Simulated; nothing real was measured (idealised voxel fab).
process module | voxel trench capacitor
For reference, the cross-section in this document is cut, with width 240 nm and square cells of 5 nm.
Format of a cross-section: grid, square cells. Given as bands. Order: top down. Band: one or more rows of cells.
Heads up on the band format: heights come first, top then bottom, in nm. After that it's the materials left to right, each with its width in nm. A single material flagged "all across" fills the whole band edge to edge, and "air" means there's empty space there.
The reference from which all heights are counted is 0, the level beneath which the as-received wafer is entirely one material; the lowest band, having no lower bound, proceeds downward and is written after the example "top 0, no bottom".
Per-row width for "30 to 40": begins at first number (top row of band), ends at second number (bottom row), increment between rows held constant.
The designation "all unchanged", where it is given for a processing step, indicates that no cell of the cross-section was altered in the course of that step.
The list in "Voids, fully enclosed" covers empty spaces of 8 cells or more that cannot reach the top through any open way, and it gives each as width x height at distance; the distance is from the left edge, and width, height and distance are in nm.
The remark found on a step's line after its settings is issued by the simulator itself and pertains to that step.
On any step carrying a mask, the "overlay nm" setting, if present on the step's line, tells how far right of its planned place the mask lay; negative values point to the left.

# List of planned process steps
1. RECEIVE,material Si
2. CONFORMAL_DEP,material SiN,thk nm 5
3. DIRECTIONAL_DEP,material aC,thk nm 15
4. PATTERN,tone open,mask id TRENCH,material resist,width nm 25,pitch nm 50,thk nm 30,overlay nm 0
5. DIRECTIONAL_ETCH,etch materials aC,depth nm 15
6. STRIP,etch materials resist
7. DIRECTIONAL_ETCH,etch materials SiN,depth nm 5
8. DIRECTIONAL_ETCH,etch materials Si,depth nm 25
9. STRIP,etch materials aC
10. CONFORMAL_DEP,material SiO2,thk nm 5
11. FILL_DEP,material polySi,thk nm 10
12. CMP,height nm 5

# Here's what the wafer looked like in cross-section when it arrived - that's after step 1
> top 0, no bottom: Si all across
> Voids, fully enclosed: none

# Look at the cross-section after the module: the wafer started out the way shown above and the plan was the one shown above, yet one mistake was made along the way
> top 5, bottom 0: polySi=50; SiO2=5; SiN=25; SiO2=5; polySi=15; SiO2=5; SiN=25; SiO2=5; polySi=15; SiO2=5; SiN=25; SiO2=5; polySi=55
> top 0, bottom -20: polySi=50; SiO2=5; Si=25; SiO2=5; polySi=15; SiO2=5; Si=25; SiO2=5; polySi=15; SiO2=5; Si=25; SiO2=5; polySi=55
> top -20, bottom -25: SiO2=55; Si=25; SiO2=25; Si=25; SiO2=25; Si=25; SiO2=60
> top -25, no bottom: Si all across
> Voids, fully enclosed: none
Error vs. plan: step 4: run off-plan, actual operation and settings PATTERN,tone cover,mask id TRENCH,material resist,width nm 25,pitch nm 50,thk nm 30,overlay nm 0
